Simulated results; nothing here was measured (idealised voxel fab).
Process module name: voxel wiring stack
We display cut, a cross-section 280 nm in width whose square cells are each 5 nm.
Cross-section format: a grid of square cells, given as bands from top to bottom; each band is one or more rows of cells.
This entry defines a band. It first specifies the height of the band's top and the height of its bottom in nm, and then specifies the band's materials from left to right, stating each material with its width in nm. The word "all across" identifies a single material that fills the band from edge to edge, while the word "air" identifies empty space.
Where do heights start? At 0: under that level the wafer as delivered is made of one material only. And the lowest band has no floor; it just carries on downward, as in "0 -> down".
Read "30 to 40" as a graded width: first number on top, second number at the bottom, same change between each pair of neighbouring rows.
You'll sometimes find "nothing was modified" written for a step, and that's the way of saying that nowhere in the cross-section did a cell change during that step.
Empty spaces without an open route to the top, at least 8 cells in extent, make up the entry "Sealed cavities"; each is given as width x height at distance, where the distance is measured from the left edge, and all are in nm.
Whatever follows a step's settings on its line is a remark the simulator itself makes about that step.
You can add "overlay nm" to a step's line. For a step with a mask, it describes how far the mask lay to the right of its planned position, and a negative number describes a lay to the left.

-- The steps planned for the process are as follows
1. RECEIVE [material Si]
2. CONFORMAL_DEP [material SiO2] [thk nm 10]
3. CONFORMAL_DEP [material SiN] [thk nm 5]
4. DIRECTIONAL_DEP [material SiO2] [thk nm 20]
5. MASKED_ETCH [tone open] [mask id METAL_1] [width nm 20] [pitch nm 40] [etch materials SiO2] [depth nm 20] [overlay nm 0]
6. MASKED_ETCH [tone open] [mask id METAL_1] [width nm 20] [pitch nm 40] [etch materials SiN] [depth nm 5] [overlay nm 0]
7. CONFORMAL_DEP [material TiN] [thk nm 5]
8. FILL_DEP [material Ru] [thk nm 10]
9. CMP [height nm 35]
10. CONFORMAL_DEP [material SiCN] [thk nm 5]
11. DIRECTIONAL_DEP [material SiO2] [thk nm 15]
12. MASKED_ETCH [tone open] [mask id PLUG_1] [width nm 15] [pitch nm 80] [etch materials SiO2] [depth nm 15] [overlay nm 0]
13. MASKED_ETCH [tone open] [mask id PLUG_1] [width nm 15] [pitch nm 80] [etch materials SiCN] [depth nm 5] [overlay nm 0]
14. CONFORMAL_DEP [material TiN] [thk nm 5]
15. FILL_DEP [material W] [thk nm 5]
16. CMP [height nm 55]
17. CONFORMAL_DEP [material SiN] [thk nm 5]
18. DIRECTIONAL_DEP [material lowk] [thk nm 20]
19. MASKED_ETCH [tone open] [mask id METAL_2] [width nm 20] [pitch nm 40] [etch materials lowk] [depth nm 20] [overlay nm 0]
20. MASKED_ETCH [tone open] [mask id METAL_2] [width nm 20] [pitch nm 40] [etch materials SiN] [depth nm 5] [overlay nm 0]
21. CONFORMAL_DEP [material TiN] [thk nm 5]
22. FILL_DEP [material Cu] [thk nm 5]
23. CMP [height nm 80]
24. CONFORMAL_DEP [material SiCN] [thk nm 5]
25. DIRECTIONAL_DEP [material lowk] [thk nm 35]
26. MASKED_ETCH [tone open] [mask id METAL_3] [width nm 20] [pitch nm 40] [etch materials lowk] [depth nm 20] [overlay nm 0]
27. DIRECTIONAL_DEP [material aC] [thk nm 10]
28. PATTERN [tone open] [mask id METAL_3_HOLES] [material resist] [width nm 15] [pitch nm 80] [thk nm 25] [overlay nm 0]
29. DIRECTIONAL_ETCH [etch materials aC] [depth nm 10]
30. STRIP [etch materials resist]
31. DIRECTIONAL_ETCH [etch materials lowk] [depth nm 15]
32. DIRECTIONAL_ETCH [etch materials SiCN] [depth nm 5]
33. STRIP [etch materials aC]
34. CONFORMAL_DEP [material TiN] [thk nm 5]
35. FILL_DEP [material Cu] [thk nm 10]
36. CMP [height nm 120]
37. CONFORMAL_DEP [material SiN] [thk nm 5]

-- What follows covers the first of two wafers; it ran as planned

-- as received, after step 1
  0 -> down: Si all across
  Sealed cavities: none

-- Cross-section of the wafer subsequent to step 2
  10 -> 0: SiO2 all across
  below 0: unchanged

-- Cross-section of the wafer subsequent to step 3
  15 -> 10: SiN all across
  below 10: unchanged

-- Cross-section of the wafer subsequent to step 4
  35 -> 15: SiO2 all across
  below 15: unchanged

-- Cross-section of the wafer subsequent to step 5
  35 -> 15: SiO2 90 / air 20 / SiO2 20 / air 20 / SiO2 20 / air 20 / SiO2 90
  below 15: unchanged

-- Cross-section of the wafer subsequent to step 6
  35 -> 15: SiO2 90 / air 20 / SiO2 20 / air 20 / SiO2 20 / air 20 / SiO2 90
  15 -> 10: SiN 90 / air 20 / SiN 20 / air 20 / SiN 20 / air 20 / SiN 90
  below 10: unchanged

-- Cross-section of the wafer subsequent to step 7
  40 -> 35: TiN 95 / air 10 / TiN 30 / air 10 / TiN 30 / air 10 / TiN 95
  35 -> 15: SiO2 90 / TiN 5 / air 10 / TiN 5 / SiO2 20 / TiN 5 / air 10 / TiN 5 / SiO2 20 / TiN 5 / air 10 / TiN 5 / SiO2 90
  15 -> 10: SiN 90 / TiN 20 / SiN 20 / TiN 20 / SiN 20 / TiN 20 / SiN 90
  below 10: unchanged

-- Cross-section of the wafer subsequent to step 8
  50 -> 40: Ru all across
  40 -> 35: TiN 95 / Ru 10 / TiN 30 / Ru 10 / TiN 30 / Ru 10 / TiN 95
  35 -> 15: SiO2 90 / TiN 5 / Ru 10 / TiN 5 / SiO2 20 / TiN 5 / Ru 10 / TiN 5 / SiO2 20 / TiN 5 / Ru 10 / TiN 5 / SiO2 90
  below 15: unchanged

-- Cross-section of the wafer subsequent to step 9
  35 -> 15: SiO2 90 / TiN 5 / Ru 10 / TiN 5 / SiO2 20 / TiN 5 / Ru 10 / TiN 5 / SiO2 20 / TiN 5 / Ru 10 / TiN 5 / SiO2 90
  below 15: unchanged

-- Cross-section of the wafer subsequent to step 10
  40 -> 35: SiCN all across
  below 35: unchanged

-- Cross-section of the wafer subsequent to step 11
  55 -> 40: SiO2 all across
  below 40: unchanged

-- Cross-section of the wafer subsequent to step 12
  55 -> 40: SiO2 90 / air 15 / SiO2 65 / air 15 / SiO2 95
  below 40: unchanged

-- Cross-section of the wafer subsequent to step 13
  55 -> 40: SiO2 90 / air 15 / SiO2 65 / air 15 / SiO2 95
  40 -> 35: SiCN 90 / air 15 / SiCN 65 / air 15 / SiCN 95
  below 35: unchanged

-- Cross-section of the wafer subsequent to step 14
  60 -> 55: TiN 95 / air 5 / TiN 75 / air 5 / TiN 100
  55 -> 40: SiO2 90 / TiN 5 / air 5 / TiN 5 / SiO2 65 / TiN 5 / air 5 / TiN 5 / SiO2 95
  40 -> 35: SiCN 90 / TiN 15 / SiCN 65 / TiN 15 / SiCN 95
  below 35: unchanged

-- Cross-section of the wafer subsequent to step 15
  65 -> 60: W all across
  60 -> 55: TiN 95 / W 5 / TiN 75 / W 5 / TiN 100
  55 -> 40: SiO2 90 / TiN 5 / W 5 / TiN 5 / SiO2 65 / TiN 5 / W 5 / TiN 5 / SiO2 95
  below 40: unchanged

-- Cross-section of the wafer subsequent to step 16
  55 -> 40: SiO2 90 / TiN 5 / W 5 / TiN 5 / SiO2 65 / TiN 5 / W 5 / TiN 5 / SiO2 95
  below 40: unchanged

-- Cross-section of the wafer subsequent to step 17
  60 -> 55: SiN all across
  below 55: unchanged

-- Cross-section of the wafer subsequent to step 18
  80 -> 60: lowk all across
  below 60: unchanged

-- Cross-section of the wafer subsequent to step 19
  80 -> 60: lowk 90 / air 20 / lowk 20 / air 20 / lowk 20 / air 20 / lowk 90
  below 60: unchanged

-- Cross-section of the wafer subsequent to step 20
  80 -> 60: lowk 90 / air 20 / lowk 20 / air 20 / lowk 20 / air 20 / lowk 90
  60 -> 55: SiN 90 / air 20 / SiN 20 / air 20 / SiN 20 / air 20 / SiN 90
  below 55: unchanged

-- Cross-section of the wafer subsequent to step 21
  85 -> 80: TiN 95 / air 10 / TiN 30 / air 10 / TiN 30 / air 10 / TiN 95
  80 -> 60: lowk 90 / TiN 5 / air 10 / TiN 5 / lowk 20 / TiN 5 / air 10 / TiN 5 / lowk 20 / TiN 5 / air 10 / TiN 5 / lowk 90
  60 -> 55: SiN 90 / TiN 20 / SiN 20 / TiN 20 / SiN 20 / TiN 20 / SiN 90
  below 55: unchanged

-- Cross-section of the wafer subsequent to step 22
  90 -> 85: Cu all across
  85 -> 80: TiN 95 / Cu 10 / TiN 30 / Cu 10 / TiN 30 / Cu 10 / TiN 95
  80 -> 60: lowk 90 / TiN 5 / Cu 10 / TiN 5 / lowk 20 / TiN 5 / Cu 10 / TiN 5 / lowk 20 / TiN 5 / Cu 10 / TiN 5 / lowk 90
  below 60: unchanged

-- Cross-section of the wafer subsequent to step 23
  80 -> 60: lowk 90 / TiN 5 / Cu 10 / TiN 5 / lowk 20 / TiN 5 / Cu 10 / TiN 5 / lowk 20 / TiN 5 / Cu 10 / TiN 5 / lowk 90
  below 60: unchanged

-- Cross-section of the wafer subsequent to step 24
  85 -> 80: SiCN all across
  below 80: unchanged

-- Cross-section of the wafer subsequent to step 25
  120 -> 85: lowk all across
  below 85: unchanged

-- Cross-section of the wafer subsequent to step 26
  120 -> 100: lowk 90 / air 20 / lowk 20 / air 20 / lowk 20 / air 20 / lowk 90
  below 100: unchanged

-- Cross-section of the wafer subsequent to step 27
  130 -> 120: aC 90 / air 20 / aC 20 / air 20 / aC 20 / air 20 / aC 90
  120 -> 110: lowk 90 / air 20 / lowk 20 / air 20 / lowk 20 / air 20 / lowk 90
  110 -> 100: lowk 90 / aC 20 / lowk 20 / aC 20 / lowk 20 / aC 20 / lowk 90
  below 100: unchanged

-- Cross-section of the wafer subsequent to step 28
  155 -> 130: resist 90 / air 15 / resist 65 / air 15 / resist 95
  130 -> 120: aC 90 / air 15 / resist 5 / aC 20 / resist 20 / aC 20 / air 15 / resist 5 / aC 90
  120 -> 110: lowk 90 / air 15 / resist 5 / lowk 20 / resist 20 / lowk 20 / air 15 / resist 5 / lowk 90
  below 110: unchanged

-- Cross-section of the wafer subsequent to step 29
  145 -> 130: resist 90 / air 15 / resist 65 / air 15 / resist 95
  130 -> 120: aC 90 / air 15 / resist 5 / aC 20 / resist 20 / aC 20 / air 15 / resist 5 / aC 90
  120 -> 110: lowk 90 / air 15 / resist 5 / lowk 20 / resist 20 / lowk 20 / air 15 / resist 5 / lowk 90
  110 -> 100: lowk 90 / air 15 / aC 5 / lowk 20 / aC 20 / lowk 20 / air 15 / aC 5 / lowk 90
  below 100: unchanged

-- Cross-section of the wafer subsequent to step 30
  130 -> 120: aC 90 / air 20 / aC 20 / air 20 / aC 20 / air 20 / aC 90
  120 -> 110: lowk 90 / air 20 / lowk 20 / air 20 / lowk 20 / air 20 / lowk 90
  below 110: unchanged

-- Cross-section of the wafer subsequent to step 31
  130 -> 120: aC 90 / air 20 / aC 20 / air 20 / aC 20 / air 20 / aC 90
  120 -> 110: lowk 90 / air 20 / lowk 20 / air 20 / lowk 20 / air 20 / lowk 90
  110 -> 100: lowk 90 / air 15 / aC 5 / lowk 20 / aC 20 / lowk 20 / air 15 / aC 5 / lowk 90
  100 -> 85: lowk 90 / air 15 / lowk 65 / air 15 / lowk 95
  below 85: unchanged

-- Cross-section of the wafer subsequent to step 32
  130 -> 120: aC 90 / air 20 / aC 20 / air 20 / aC 20 / air 20 / aC 90
  120 -> 110: lowk 90 / air 20 / lowk 20 / air 20 / lowk 20 / air 20 / lowk 90
  110 -> 100: lowk 90 / air 15 / aC 5 / lowk 20 / aC 20 / lowk 20 / air 15 / aC 5 / lowk 90
  100 -> 85: lowk 90 / air 15 / lowk 65 / air 15 / lowk 95
  85 -> 80: SiCN 90 / air 15 / SiCN 65 / air 15 / SiCN 95
  below 80: unchanged

-- Cross-section of the wafer subsequent to step 33
  120 -> 100: lowk 90 / air 20 / lowk 20 / air 20 / lowk 20 / air 20 / lowk 90
  below 100: unchanged

-- Cross-section of the wafer subsequent to step 34
  125 -> 120: TiN 95 / air 10 / TiN 30 / air 10 / TiN 30 / air 10 / TiN 95
  120 -> 105: lowk 90 / TiN 5 / air 10 / TiN 5 / lowk 20 / TiN 5 / air 10 / TiN 5 / lowk 20 / TiN 5 / air 10 / TiN 5 / lowk 90
  105 -> 100: lowk 90 / TiN 5 / air 5 / TiN 10 / lowk 20 / TiN 20 / lowk 20 / TiN 5 / air 5 / TiN 10 / lowk 90
  100 -> 85: lowk 90 / TiN 5 / air 5 / TiN 5 / lowk 65 / TiN 5 / air 5 / TiN 5 / lowk 95
  85 -> 80: SiCN 90 / TiN 15 / SiCN 65 / TiN 15 / SiCN 95
  below 80: unchanged

-- Cross-section of the wafer subsequent to step 35
  135 -> 125: Cu all across
  125 -> 120: TiN 95 / Cu 10 / TiN 30 / Cu 10 / TiN 30 / Cu 10 / TiN 95
  120 -> 105: lowk 90 / TiN 5 / Cu 10 / TiN 5 / lowk 20 / TiN 5 / Cu 10 / TiN 5 / lowk 20 / TiN 5 / Cu 10 / TiN 5 / lowk 90
  105 -> 100: lowk 90 / TiN 5 / Cu 5 / TiN 10 / lowk 20 / TiN 20 / lowk 20 / TiN 5 / Cu 5 / TiN 10 / lowk 90
  100 -> 85: lowk 90 / TiN 5 / Cu 5 / TiN 5 / lowk 65 / TiN 5 / Cu 5 / TiN 5 / lowk 95
  below 85: unchanged

-- Cross-section of the wafer subsequent to step 36
  120 -> 105: lowk 90 / TiN 5 / Cu 10 / TiN 5 / lowk 20 / TiN 5 / Cu 10 / TiN 5 / lowk 20 / TiN 5 / Cu 10 / TiN 5 / lowk 90
  below 105: unchanged

-- Cross-section of the wafer subsequent to step 37
  125 -> 120: SiN all across
  below 120: unchanged

-- Wafer two of the pair: same origin, same plan, one error during the run; identical to wafer one up to and including step 15

-- The second wafer in cross-section, at the planned close of step 16
  45 -> 40: SiO2 90 / TiN 5 / W 5 / TiN 5 / SiO2 65 / TiN 5 / W 5 / TiN 5 / SiO2 95
  below 40: unchanged

-- The second wafer in cross-section, at the planned close of step 17
  50 -> 45: SiN all across
  below 45: unchanged

-- The second wafer in cross-section, at the planned close of step 18
  70 -> 50: lowk all across
  below 50: unchanged

-- The second wafer in cross-section, at the planned close of step 19
  70 -> 50: lowk 90 / air 20 / lowk 20 / air 20 / lowk 20 / air 20 / lowk 90
  below 50: unchanged

-- The second wafer in cross-section, at the planned close of step 20
  70 -> 50: lowk 90 / air 20 / lowk 20 / air 20 / lowk 20 / air 20 / lowk 90
  50 -> 45: SiN 90 / air 20 / SiN 20 / air 20 / SiN 20 / air 20 / SiN 90
  below 45: unchanged

-- The second wafer in cross-section, at the planned close of step 21
  75 -> 70: TiN 95 / air 10 / TiN 30 / air 10 / TiN 30 / air 10 / TiN 95
  70 -> 50: lowk 90 / TiN 5 / air 10 / TiN 5 / lowk 20 / TiN 5 / air 10 / TiN 5 / lowk 20 / TiN 5 / air 10 / TiN 5 / lowk 90
  50 -> 45: SiN 90 / TiN 20 / SiN 20 / TiN 20 / SiN 20 / TiN 20 / SiN 90
  below 45: unchanged

-- The second wafer in cross-section, at the planned close of step 22
  80 -> 75: Cu all across
  75 -> 70: TiN 95 / Cu 10 / TiN 30 / Cu 10 / TiN 30 / Cu 10 / TiN 95
  70 -> 50: lowk 90 / TiN 5 / Cu 10 / TiN 5 / lowk 20 / TiN 5 / Cu 10 / TiN 5 / lowk 20 / TiN 5 / Cu 10 / TiN 5 / lowk 90
  below 50: unchanged

The second wafer in cross-section, at the planned close of step 23: nothing was modified

-- The second wafer in cross-section, at the planned close of step 24
  85 -> 80: SiCN all across
  below 80: unchanged

-- The second wafer in cross-section, at the planned close of step 25
  120 -> 85: lowk all across
  below 85: unchanged

-- The second wafer in cross-section, at the planned close of step 26
  120 -> 100: lowk 90 / air 20 / lowk 20 / air 20 / lowk 20 / air 20 / lowk 90
  below 100: unchanged

-- The second wafer in cross-section, at the planned close of step 27
  130 -> 120: aC 90 / air 20 / aC 20 / air 20 / aC 20 / air 20 / aC 90
  120 -> 110: lowk 90 / air 20 / lowk 20 / air 20 / lowk 20 / air 20 / lowk 90
  110 -> 100: lowk 90 / aC 20 / lowk 20 / aC 20 / lowk 20 / aC 20 / lowk 90
  below 100: unchanged

-- The second wafer in cross-section, at the planned close of step 28
  155 -> 130: resist 90 / air 15 / resist 65 / air 15 / resist 95
  130 -> 120: aC 90 / air 15 / resist 5 / aC 20 / resist 20 / aC 20 / air 15 / resist 5 / aC 90
  120 -> 110: lowk 90 / air 15 / resist 5 / lowk 20 / resist 20 / lowk 20 / air 15 / resist 5 / lowk 90
  below 110: unchanged

-- The second wafer in cross-section, at the planned close of step 29
  145 -> 130: resist 90 / air 15 / resist 65 / air 15 / resist 95
  130 -> 120: aC 90 / air 15 / resist 5 / aC 20 / resist 20 / aC 20 / air 15 / resist 5 / aC 90
  120 -> 110: lowk 90 / air 15 / resist 5 / lowk 20 / resist 20 / lowk 20 / air 15 / resist 5 / lowk 90
  110 -> 100: lowk 90 / air 15 / aC 5 / lowk 20 / aC 20 / lowk 20 / air 15 / aC 5 / lowk 90
  below 100: unchanged

-- The second wafer in cross-section, at the planned close of step 30
  130 -> 120: aC 90 / air 20 / aC 20 / air 20 / aC 20 / air 20 / aC 90
  120 -> 110: lowk 90 / air 20 / lowk 20 / air 20 / lowk 20 / air 20 / lowk 90
  below 110: unchanged

-- The second wafer in cross-section, at the planned close of step 31
  130 -> 120: aC 90 / air 20 / aC 20 / air 20 / aC 20 / air 20 / aC 90
  120 -> 110: lowk 90 / air 20 / lowk 20 / air 20 / lowk 20 / air 20 / lowk 90
  110 -> 100: lowk 90 / air 15 / aC 5 / lowk 20 / aC 20 / lowk 20 / air 15 / aC 5 / lowk 90
  100 -> 85: lowk 90 / air 15 / lowk 65 / air 15 / lowk 95
  below 85: unchanged

-- The second wafer in cross-section, at the planned close of step 32
  130 -> 120: aC 90 / air 20 / aC 20 / air 20 / aC 20 / air 20 / aC 90
  120 -> 110: lowk 90 / air 20 / lowk 20 / air 20 / lowk 20 / air 20 / lowk 90
  110 -> 100: lowk 90 / air 15 / aC 5 / lowk 20 / aC 20 / lowk 20 / air 15 / aC 5 / lowk 90
  100 -> 85: lowk 90 / air 15 / lowk 65 / air 15 / lowk 95
  85 -> 80: SiCN 90 / air 15 / SiCN 65 / air 15 / SiCN 95
  below 80: unchanged

-- The second wafer in cross-section, at the planned close of step 33
  120 -> 100: lowk 90 / air 20 / lowk 20 / air 20 / lowk 20 / air 20 / lowk 90
  below 100: unchanged

-- The second wafer in cross-section, at the planned close of step 34
  125 -> 120: TiN 95 / air 10 / TiN 30 / air 10 / TiN 30 / air 10 / TiN 95
  120 -> 105: lowk 90 / TiN 5 / air 10 / TiN 5 / lowk 20 / TiN 5 / air 10 / TiN 5 / lowk 20 / TiN 5 / air 10 / TiN 5 / lowk 90
  105 -> 100: lowk 90 / TiN 5 / air 5 / TiN 10 / lowk 20 / TiN 20 / lowk 20 / TiN 5 / air 5 / TiN 10 / lowk 90
  100 -> 85: lowk 90 / TiN 5 / air 5 / TiN 5 / lowk 65 / TiN 5 / air 5 / TiN 5 / lowk 95
  85 -> 80: SiCN 90 / TiN 15 / SiCN 65 / TiN 15 / SiCN 95
  below 80: unchanged

-- The second wafer in cross-section, at the planned close of step 35
  135 -> 125: Cu all across
  125 -> 120: TiN 95 / Cu 10 / TiN 30 / Cu 10 / TiN 30 / Cu 10 / TiN 95
  120 -> 105: lowk 90 / TiN 5 / Cu 10 / TiN 5 / lowk 20 / TiN 5 / Cu 10 / TiN 5 / lowk 20 / TiN 5 / Cu 10 / TiN 5 / lowk 90
  105 -> 100: lowk 90 / TiN 5 / Cu 5 / TiN 10 / lowk 20 / TiN 20 / lowk 20 / TiN 5 / Cu 5 / TiN 10 / lowk 90
  100 -> 85: lowk 90 / TiN 5 / Cu 5 / TiN 5 / lowk 65 / TiN 5 / Cu 5 / TiN 5 / lowk 95
  below 85: unchanged

-- The second wafer in cross-section, at the planned close of step 36
  120 -> 105: lowk 90 / TiN 5 / Cu 10 / TiN 5 / lowk 20 / TiN 5 / Cu 10 / TiN 5 / lowk 20 / TiN 5 / Cu 10 / TiN 5 / lowk 90
  below 105: unchanged

-- The second wafer in cross-section, at the planned close of step 37
  125 -> 120: SiN all across
  below 120: unchanged
In executing the process, a mistake was made relative to the plan: not per plan at step 16, really ran CMP [height nm 45]
Per the end-of-run cell counts, the second wafer holds more or fewer of some materials than the first: Cu +62 | SiO2 -100 | TiN +42 | W -4
